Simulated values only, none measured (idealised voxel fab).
A process module follows: voxel local oxidation.
Xsec cut, 190 nm wide, square cell size 5 nm.
Cross-sections here: square-cell grids, written as top-down lists of bands, a band being one or more rows of cells. Top height, bottom height, nm. Materials left to right, width each, nm. Single material + "all across" = fills band edge to edge. "blank" = empty. Counting heights begins at 0, where everything beneath is, in the wafer as received, one material. The lowest band has no bottom; it goes on downwards, as "z 0 and below" shows. With a width like "30..40", each row of cells in the band differs from the next by the same amount, the top row carrying the first number and the bottom row the second. Any step labelled "identical to before" changed none of the cells in the cross-section. You'll see "Closed cavity list" listing empty spaces that have no way open to the top, as long as they're 8 cells or more; the notation is width x height at distance, where the distance is from the left edge, and all of it is in nm. Past the settings on a step's line: simulator remark, on that step. Regarding "overlay nm": on a step with a mask, it is the distance the mask lay to the right of its planned place; a negative value places it to the left.
Below is the list of planned process steps
| 1 | RECEIVE (material Si) |
| 2 | CONFORMAL_DEP (material SiO2; thk nm 5) |
| 3 | CONFORMAL_DEP (material SiN; thk nm 15) |
| 4 | MASKED_ETCH (tone cover; mask id ACTIVE; width nm 105; etch materials SiN; depth nm 15; overlay nm 0) |
| 5 | SELECTIVE_ETCH (etch materials SiO2; depth nm 5) |
| 6 | OXIDIZE (depth nm 10) |
| 7 | STRIP (etch materials SiN) |
Delivered wafer in cross-section: state after step 1
- z 0 and below  Si all across
- Closed cavity list: none
Cross-section, end of module. Start: as above. Plan: as above. Execution: one mistake
- z 5 to 0  blank (40), SiO2 (105), blank (45)
- z 0 to -10  SiO2 (50), Si (85), SiO2 (55)
- z -10 and below  Si all across
- Closed cavity list: none
Here's what went sideways: step 4 did not happen as planned, as run it was MASKED_ETCH (tone cover; mask id ACTIVE; width nm 115; etch materials SiN; depth nm 15; overlay nm 0)
